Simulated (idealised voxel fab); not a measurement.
process module | voxel air gaps
This is section cut - it's 205 nm across, gridded in 5 nm square cells.
In what follows, cross-sections appear as grids of square cells, described through bands that run from the top down, where every band is one or more rows of cells. Heads up on the band format: heights come first, top then bottom, in nm. After that it's the materials left to right, each with its width in nm. A single material flagged "all across" fills the whole band edge to edge, and "air" means there's empty space there. Basically, 0 is our baseline, since under it the wafer straight out of the box is all one material. The bottom band has no lower end and keeps on going down, so it looks like "top 0, no bottom". It should be noted that a width expressed as "30 to 40" varies in equal increments from row to row of cells within the band, taking the value of the first number at the top row and that of the second number at the bottom row. Step note "no change" = no cross-section cell changed. Empty spaces without an open route to the top, at least 8 cells in extent, make up the entry "Enclosed cavities"; each is given as width x height at distance, where the distance is measured from the left edge, and all are in nm. Post-settings text on a step line: simulator's own remark regarding the step. Regarding "overlay nm": on a step with a mask, it is the distance the mask lay to the right of its planned place; a negative value places it to the left.
Process steps (planned):
| 1 | RECEIVE: material Si |
| 2 | CONFORMAL_DEP: material SiO2, thk nm 10 |
| 3 | CONFORMAL_DEP: material SiN, thk nm 5 |
| 4 | DIRECTIONAL_DEP: material SiO2, thk nm 35 |
| 5 | PATTERN: tone open, mask id LINES, material resist, width nm 25, pitch nm 55, thk nm 20, overlay nm 0 |
| 6 | DIRECTIONAL_ETCH: etch materials SiO2, depth nm 35 |
| 7 | STRIP: etch materials resist |
| 8 | CONFORMAL_DEP: material TiN, thk nm 5 |
| 9 | FILL_DEP: material Ru, thk nm 5 |
| 10 | CMP: height nm 50 |
| 11 | EPI: material Ru, thk nm 10 |
| 12 | SELECTIVE_ETCH: etch materials SiO2, depth nm 45 |
| 13 | CONFORMAL_DEP: material SiCN, thk nm 5 |
Cross-section of the incoming wafer, state after step 1:
* top 0, no bottom  Si all across
* Enclosed cavities: none
Cross-section, end of module. Start: as above. Plan: as above. Execution: one mistake:
* top 55, bottom 15  SiCN all across
* top 15, bottom 10  SiN all across
* top 10, bottom 0  SiO2 all across
* top 0, no bottom  Si all across
* Enclosed cavities: none
Processing error: step 4 was processed under conditions differing from the plan, specifically as DIRECTIONAL_DEP: material SiCN, thk nm 35
